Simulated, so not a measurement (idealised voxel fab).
process module | voxel plated lines
cross-section cut | 235 nm wide | cells 5 nm
A cross-section is a grid of square cells, given in bands from the top down. A band is one or more rows of cells.
Each band's line starts with the height of the band's top and of its bottom, in nm. Then come its materials from left to right, each with its width in nm. One material with "throughout" fills the band from edge to edge. "air" is empty space.
Height 0 is the level under which the wafer as received is all one material. The lowest band goes on downwards, as in "0 down".
A width such as "30 to 40" changes by the same amount from each row of cells to the next, from the band's top row to its bottom row.
"no change" after a step means that no cell of the cross-section changed.
closed voids: empty space of 8 cells or more with no open way to the top, each as width x height at its distance from the left edge, in nm
after a step's settings: what the simulator itself notes on the step
overlay nm, on a step with a mask: how far to the right of its planned place the mask lay; to the left if negative
plan
1 op RECEIVE | material Si
2 op CONFORMAL_DEP | material SiO2 | thk nm 15
3 op DIRECTIONAL_DEP | material TiN | thk nm 5
4 op PATTERN | tone open | mask id LINES | material resist | width nm 25 | pitch nm 45 | thk nm 20 | overlay nm 0
5 op EPI | material Ru | thk nm 10
6 op STRIP | etch materials resist
7 op DIRECTIONAL_ETCH | etch materials TiN | depth nm 5
8 op CONFORMAL_DEP | material SiO2 | thk nm 5
as received, after step 1
  0 down: Si throughout
  closed voids: none
first wafer at the end, as planned
  35 to 30: air 55 | SiO2 35 | air 10 | SiO2 35 | air 10 | SiO2 35 | air 55
  30 to 20: air 55 | SiO2 5 | Ru 25 | SiO2 5 | air 10 | SiO2 5 | Ru 25 | SiO2 5 | air 10 | SiO2 5 | Ru 25 | SiO2 5 | air 55
  20 to 15: SiO2 60 | TiN 25 | SiO2 20 | TiN 25 | SiO2 20 | TiN 25 | SiO2 60
  15 to 0: SiO2 throughout
  0 down: Si throughout
  closed voids: none
second wafer at the end: like start, like plan, one mistake
  35 to 30: air 60 | SiO2 25 | air 20 | SiO2 25 | air 20 | SiO2 25 | air 60
  30 to 20: air 60 | SiO2 5 | Ru 15 | SiO2 5 | air 20 | SiO2 5 | Ru 15 | SiO2 5 | air 20 | SiO2 5 | Ru 15 | SiO2 5 | air 60
  20 to 15: SiO2 65 | TiN 15 | SiO2 30 | TiN 15 | SiO2 30 | TiN 15 | SiO2 65
  15 to 0: SiO2 throughout
  0 down: Si throughout
  closed voids: none
what went wrong: step 4 ran as: op PATTERN | tone open | mask id LINES | material resist | width nm 15 | pitch nm 45 | thk nm 20 | overlay nm 0
at the end the second wafer has, in cells: 12 fewer of Ru | 6 fewer of TiN
